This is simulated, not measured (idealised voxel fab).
Herein follows the process module entitled voxel transistor to metal.
This is section cut - it's 190 nm across, gridded in 5 nm square cells.
Cross-sections here: square-cell grids, written as top-down lists of bands, a band being one or more rows of cells. Band: top and bottom heights (nm) first, top before bottom; then materials from left to right, widths in nm. "full width" marks a sole material filling the band edge to edge. "empty" denotes empty space. Where do heights start? At 0: under that level the wafer as delivered is made of one material only. And the lowest band has no floor; it just carries on downward, as in "0..down". Top row gets the first number, bottom row gets the second, and each row in between changes by the same step: that is how a band width like "30..40" works. A step reported as "no change" is a step in which no cell of the cross-section changed. Listed in "Closed-off voids": every empty space of 8 or more cells without an open way to the top. Form: width x height at distance, the distance being from the left edge, all in nm. If you see something after the settings on a step's line, that's the simulator's own remark about that step. overlay nm: mask offset rightward from planned place, masked step; negative means leftward offset.
-- So here's the lineup of process steps we planned
1: RECEIVE | material Si
2: OXIDIZE | depth nm 5
3: CONFORMAL_DEP | material SiN | thk nm 10
4: MASKED_ETCH | tone cover | mask id ACTIVE | width nm 125 | etch materials SiN | depth nm 10 | overlay nm 0
5: MASKED_ETCH | tone cover | mask id ACTIVE | width nm 125 | etch materials SiO2 | depth nm 5 | overlay nm 0
6: MASKED_ETCH | tone cover | mask id ACTIVE | width nm 125 | etch materials Si | depth nm 20 | overlay nm 0
7: OXIDIZE | depth nm 5
8: FILL_DEP | material SiO2 | thk nm 5
9: CMP | height nm 10
10: SELECTIVE_ETCH | etch materials SiO2 | depth nm 5
11: STRIP | etch materials SiN
12: SELECTIVE_ETCH | etch materials SiO2 | depth nm 5
13: OXIDIZE | depth nm 5
14: DIRECTIONAL_DEP | material polySi | thk nm 30
15: DIRECTIONAL_DEP | material SiCN | thk nm 10
16: MASKED_ETCH | tone cover | mask id GATE | width nm 35 | etch materials SiCN | depth nm 20 | overlay nm 0
17: MASKED_ETCH | tone cover | mask id GATE | width nm 35 | etch materials polySi | depth nm 40 | overlay nm 0
18: CONFORMAL_DEP | material SiN | thk nm 5
19: DIRECTIONAL_ETCH | etch materials SiN | depth nm 5
20: DIRECTIONAL_ETCH | etch materials SiO2 | depth nm 5
21: EPI | material pSi | thk nm 5
22: FILL_DEP | material SiO2 | thk nm 10
23: CMP | height nm 25
24: STRIP | etch materials polySi
25: SELECTIVE_ETCH | etch materials SiO2 | depth nm 5
26: CONFORMAL_DEP | material HfO2 | thk nm 5
27: CONFORMAL_DEP | material TiN | thk nm 5
28: FILL_DEP | material W | thk nm 5
29: CMP | height nm 20
30: DIRECTIONAL_DEP | material SiO2 | thk nm 10
31: MASKED_ETCH | tone open | mask id CONTACT | width nm 20 | pitch nm 85 | etch materials SiO2 | depth nm 35 | overlay nm 0
32: CONFORMAL_DEP | material TiN | thk nm 5
33: FILL_DEP | material Ru | thk nm 5
34: CMP | height nm 30
35: CONFORMAL_DEP | material SiCN | thk nm 5
36: DIRECTIONAL_DEP | material SiO2 | thk nm 25
37: PATTERN | tone open | mask id METAL_1 | material resist | width nm 20 | pitch nm 85 | thk nm 15 | overlay nm 0
38: DIRECTIONAL_ETCH | etch materials SiO2 | depth nm 25
39: DIRECTIONAL_ETCH | etch materials SiCN | depth nm 5
40: STRIP | etch materials resist
41: CONFORMAL_DEP | material TiN | thk nm 5
42: FILL_DEP | material Cu | thk nm 5
43: CMP | height nm 60
44: EPI | material Ru | thk nm 5
45: FILL_DEP | material SiCN | thk nm 5
46: DIRECTIONAL_DEP | material lowk | thk nm 30
47: PATTERN | tone open | mask id METAL_2_HOLES | material resist | width nm 15 | pitch nm 85 | thk nm 15 | overlay nm 0
48: DIRECTIONAL_ETCH | etch materials lowk | depth nm 30
49: STRIP | etch materials resist
50: PATTERN | tone open | mask id METAL_2 | material resist | width nm 20 | pitch nm 85 | thk nm 15 | overlay nm 0
51: DIRECTIONAL_ETCH | etch materials lowk | depth nm 20
52: DIRECTIONAL_ETCH | etch materials SiCN | depth nm 5
53: STRIP | etch materials resist
54: CONFORMAL_DEP | material TiN | thk nm 5
55: FILL_DEP | material Cu | thk nm 5
56: CMP | height nm 100
57: CONFORMAL_DEP | material SiN | thk nm 5
-- Cross-section, incoming material, after step 1
* 0..down: Si full width
* Closed-off voids: none
-- First of two wafers, end-of-module section, run followed plan
* 105..100: SiN full width
* 100..85: lowk 40 nm, TiN 5 nm, Cu 10 nm, TiN 5 nm, lowk 65 nm, TiN 5 nm, Cu 10 nm, TiN 5 nm, lowk 45 nm
* 85..80: lowk 40 nm, TiN 5 nm, Cu 5 nm, TiN 10 nm, lowk 65 nm, TiN 5 nm, Cu 5 nm, TiN 10 nm, lowk 45 nm
* 80..70: lowk 40 nm, TiN 5 nm, Cu 5 nm, TiN 5 nm, lowk 70 nm, TiN 5 nm, Cu 5 nm, TiN 5 nm, lowk 50 nm
* 70..65: SiCN 40 nm, TiN 15 nm, SiCN 70 nm, TiN 15 nm, SiCN 50 nm
* 65..60: SiCN 35 nm, Ru 30 nm, SiCN 55 nm, Ru 30 nm, SiCN 40 nm
* 60..35: SiO2 40 nm, TiN 5 nm, Cu 10 nm, TiN 5 nm, SiO2 65 nm, TiN 5 nm, Cu 10 nm, TiN 5 nm, SiO2 45 nm
* 35..30: SiCN 40 nm, TiN 20 nm, SiCN 65 nm, TiN 20 nm, SiCN 45 nm
* 30..20: SiO2 40 nm, TiN 5 nm, Ru 10 nm, TiN 5 nm, SiO2 65 nm, TiN 5 nm, Ru 10 nm, TiN 5 nm, SiO2 45 nm
* 20..0: SiO2 40 nm, TiN 5 nm, Ru 10 nm, TiN 5 nm, SiO2 10 nm, SiN 5 nm, HfO2 5 nm, TiN 5 nm, W 15 nm, TiN 5 nm, HfO2 5 nm, SiN 5 nm, SiO2 10 nm, TiN 5 nm, Ru 10 nm, TiN 5 nm, SiO2 45 nm
* 0..-5: SiO2 25 nm, SiN 5 nm, SiO2 10 nm, TiN 20 nm, SiO2 10 nm, SiN 5 nm, HfO2 5 nm, TiN 25 nm, HfO2 5 nm, SiN 5 nm, SiO2 10 nm, TiN 20 nm, SiO2 10 nm, SiN 5 nm, SiO2 30 nm
* -5..-10: SiO2 30 nm, pSi 40 nm, HfO2 45 nm, pSi 40 nm, SiO2 35 nm
* -10..-30: SiO2 35 nm, Si 115 nm, SiO2 40 nm
* -30..down: Si full width
* Closed-off voids: none
-- The second wafer, shown in cross-section after the module: started the same way as the first and given the same plan, yet one mistake crept into how it was run
* 105..100: SiN full width
* 100..85: lowk 40 nm, TiN 5 nm, Cu 10 nm, TiN 5 nm, lowk 65 nm, TiN 5 nm, Cu 10 nm, TiN 5 nm, lowk 45 nm
* 85..80: lowk 40 nm, TiN 5 nm, Cu 5 nm, TiN 10 nm, lowk 65 nm, TiN 5 nm, Cu 5 nm, TiN 10 nm, lowk 45 nm
* 80..70: lowk 40 nm, TiN 5 nm, Cu 5 nm, TiN 5 nm, lowk 70 nm, TiN 5 nm, Cu 5 nm, TiN 5 nm, lowk 50 nm
* 70..65: SiCN 40 nm, TiN 15 nm, SiCN 70 nm, TiN 15 nm, SiCN 50 nm
* 65..60: SiCN 35 nm, Ru 30 nm, SiCN 55 nm, Ru 30 nm, SiCN 40 nm
* 60..35: SiO2 40 nm, TiN 5 nm, Cu 10 nm, TiN 5 nm, SiO2 65 nm, TiN 5 nm, Cu 10 nm, TiN 5 nm, SiO2 45 nm
* 35..30: SiCN 40 nm, TiN 20 nm, SiCN 65 nm, TiN 20 nm, SiCN 45 nm
* 30..20: SiO2 40 nm, TiN 5 nm, Ru 10 nm, TiN 5 nm, SiO2 65 nm, TiN 5 nm, Ru 10 nm, TiN 5 nm, SiO2 45 nm
* 20..0: SiO2 40 nm, TiN 5 nm, Ru 10 nm, TiN 5 nm, SiO2 10 nm, SiN 5 nm, TiN 5 nm, W 25 nm, TiN 5 nm, SiN 5 nm, SiO2 10 nm, TiN 5 nm, Ru 10 nm, TiN 5 nm, SiO2 45 nm
* 0..-5: SiO2 25 nm, SiN 5 nm, SiO2 10 nm, TiN 20 nm, SiO2 10 nm, SiN 5 nm, TiN 5 nm, W 25 nm, TiN 5 nm, SiN 5 nm, SiO2 10 nm, TiN 20 nm, SiO2 10 nm, SiN 5 nm, SiO2 30 nm
* -5..-10: SiO2 30 nm, pSi 40 nm, TiN 45 nm, pSi 40 nm, SiO2 35 nm
* -10..-30: SiO2 35 nm, Si 115 nm, SiO2 40 nm
* -30..down: Si full width
* Closed-off voids: none
So what did we get wrong on this run? step 26 of the plan got skipped, so it never ran
End check, counted in cells, second wafer has more or fewer of these materials than the first: HfO2 -19, TiN +6, W +13
